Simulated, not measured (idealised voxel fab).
process module | voxel quadruple lines
cross-section cut | 295 nm wide | cells 5 nm
A cross-section is a grid of square cells, given in bands from the top down. A band is one or more rows of cells.
Each band's line starts with the height of the band's top and of its bottom, in nm. Then come its materials from left to right, each with its width in nm. One material with "throughout" fills the band from edge to edge. "air" is empty space.
Height 0 is the level under which the wafer as received is all one material. The lowest band goes on downwards, as in "0 down".
A width such as "30 to 40" changes by the same amount from each row of cells to the next, from the band's top row to its bottom row.
"no change" after a step means that no cell of the cross-section changed.
closed voids: empty space of 8 cells or more with no open way to the top, each as width x height at its distance from the left edge, in nm
after a step's settings: what the simulator itself notes on the step
overlay nm, on a step with a mask: how far to the right of its planned place the mask lay; to the left if negative
plan
1 op RECEIVE | material Si
2 op CONFORMAL_DEP | material Al2O3 | thk nm 5
3 op DIRECTIONAL_DEP | material TiN | thk nm 15
4 op DIRECTIONAL_DEP | material polySi | thk nm 20
5 op DIRECTIONAL_DEP | material aC | thk nm 20
6 op PATTERN | tone cover | mask id MANDREL | material resist | width nm 30 | thk nm 30 | overlay nm 0
7 op DIRECTIONAL_ETCH | etch materials aC | depth nm 20
8 op STRIP | etch materials resist
9 op CONFORMAL_DEP | material SiO2 | thk nm 10
10 op DIRECTIONAL_ETCH | etch materials SiO2 | depth nm 10
11 op STRIP | etch materials aC
12 op DIRECTIONAL_ETCH | etch materials polySi | depth nm 20
13 op STRIP | etch materials SiO2
14 op CONFORMAL_DEP | material SiCN | thk nm 10
15 op DIRECTIONAL_ETCH | etch materials SiCN | depth nm 10
16 op STRIP | etch materials polySi
17 op DIRECTIONAL_ETCH | etch materials TiN | depth nm 15
18 op STRIP | etch materials SiCN
first wafer, as planned
as received, after step 1
  0 down: Si throughout
  closed voids: none
after step 2
  5 to 0: Al2O3 throughout
  below 0: unchanged
after step 3
  20 to 5: TiN throughout
  below 5: unchanged
after step 4
  40 to 20: polySi throughout
  below 20: unchanged
after step 5
  60 to 40: aC throughout
  below 40: unchanged
after step 6
  90 to 60: air 130 | resist 30 | air 135
  below 60: unchanged
after step 7
  70 to 60: air 130 | resist 30 | air 135
  60 to 40: air 130 | aC 30 | air 135
  below 40: unchanged
after step 8
  60 to 40: air 130 | aC 30 | air 135
  below 40: unchanged
after step 9
  70 to 60: air 120 | SiO2 50 | air 125
  60 to 50: air 120 | SiO2 10 | aC 30 | SiO2 10 | air 125
  50 to 40: SiO2 130 | aC 30 | SiO2 135
  below 40: unchanged
after step 10
  60 to 40: air 120 | SiO2 10 | aC 30 | SiO2 10 | air 125
  below 40: unchanged
after step 11
  60 to 40: air 120 | SiO2 10 | air 30 | SiO2 10 | air 125
  below 40: unchanged
after step 12
  60 to 40: air 120 | SiO2 10 | air 30 | SiO2 10 | air 125
  40 to 20: air 120 | polySi 10 | air 30 | polySi 10 | air 125
  below 20: unchanged
after step 13
  40 to 20: air 120 | polySi 10 | air 30 | polySi 10 | air 125
  below 20: unchanged
after step 14
  50 to 40: air 110 | SiCN 30 | air 10 | SiCN 30 | air 115
  40 to 30: air 110 | SiCN 10 | polySi 10 | SiCN 10 | air 10 | SiCN 10 | polySi 10 | SiCN 10 | air 115
  30 to 20: SiCN 120 | polySi 10 | SiCN 30 | polySi 10 | SiCN 125
  below 20: unchanged
after step 15
  40 to 20: air 110 | SiCN 10 | polySi 10 | SiCN 10 | air 10 | SiCN 10 | polySi 10 | SiCN 10 | air 115
  below 20: unchanged
after step 16
  40 to 20: air 110 | SiCN 10 | air 10 | SiCN 10 | air 10 | SiCN 10 | air 10 | SiCN 10 | air 115
  below 20: unchanged
after step 17
  40 to 20: air 110 | SiCN 10 | air 10 | SiCN 10 | air 10 | SiCN 10 | air 10 | SiCN 10 | air 115
  20 to 5: air 110 | TiN 10 | air 10 | TiN 10 | air 10 | TiN 10 | air 10 | TiN 10 | air 115
  below 5: unchanged
after step 18
  20 to 5: air 110 | TiN 10 | air 10 | TiN 10 | air 10 | TiN 10 | air 10 | TiN 10 | air 115
  below 5: unchanged
second wafer: like start, like plan, one mistake. Through step 5 it matches the first wafer
when step 6 should have ended
  90 to 60: air 130 | resist 35 | air 130
  below 60: unchanged
when step 7 should have ended
  70 to 60: air 130 | resist 35 | air 130
  60 to 40: air 130 | aC 35 | air 130
  below 40: unchanged
when step 8 should have ended
  60 to 40: air 130 | aC 35 | air 130
  below 40: unchanged
when step 9 should have ended
  70 to 60: air 120 | SiO2 55 | air 120
  60 to 50: air 120 | SiO2 10 | aC 35 | SiO2 10 | air 120
  50 to 40: SiO2 130 | aC 35 | SiO2 130
  below 40: unchanged
when step 10 should have ended
  60 to 40: air 120 | SiO2 10 | aC 35 | SiO2 10 | air 120
  below 40: unchanged
when step 11 should have ended
  60 to 40: air 120 | SiO2 10 | air 35 | SiO2 10 | air 120
  below 40: unchanged
when step 12 should have ended
  60 to 40: air 120 | SiO2 10 | air 35 | SiO2 10 | air 120
  40 to 20: air 120 | polySi 10 | air 35 | polySi 10 | air 120
  below 20: unchanged
when step 13 should have ended
  40 to 20: air 120 | polySi 10 | air 35 | polySi 10 | air 120
  below 20: unchanged
when step 14 should have ended
  50 to 40: air 110 | SiCN 30 | air 15 | SiCN 30 | air 110
  40 to 30: air 110 | SiCN 10 | polySi 10 | SiCN 10 | air 15 | SiCN 10 | polySi 10 | SiCN 10 | air 110
  30 to 20: SiCN 120 | polySi 10 | SiCN 35 | polySi 10 | SiCN 120
  below 20: unchanged
when step 15 should have ended
  40 to 20: air 110 | SiCN 10 | polySi 10 | SiCN 10 | air 15 | SiCN 10 | polySi 10 | SiCN 10 | air 110
  below 20: unchanged
when step 16 should have ended
  40 to 20: air 110 | SiCN 10 | air 10 | SiCN 10 | air 15 | SiCN 10 | air 10 | SiCN 10 | air 110
  below 20: unchanged
when step 17 should have ended
  40 to 20: air 110 | SiCN 10 | air 10 | SiCN 10 | air 15 | SiCN 10 | air 10 | SiCN 10 | air 110
  20 to 5: air 110 | TiN 10 | air 10 | TiN 10 | air 15 | TiN 10 | air 10 | TiN 10 | air 110
  below 5: unchanged
when step 18 should have ended
  20 to 5: air 110 | TiN 10 | air 10 | TiN 10 | air 15 | TiN 10 | air 10 | TiN 10 | air 110
  below 5: unchanged
what went wrong: step 6 ran as: op PATTERN | tone cover | mask id MANDREL | material resist | width nm 35 | thk nm 30 | overlay nm 0
at the end the second wafer has, in cells: as many of each material as the first, in other places
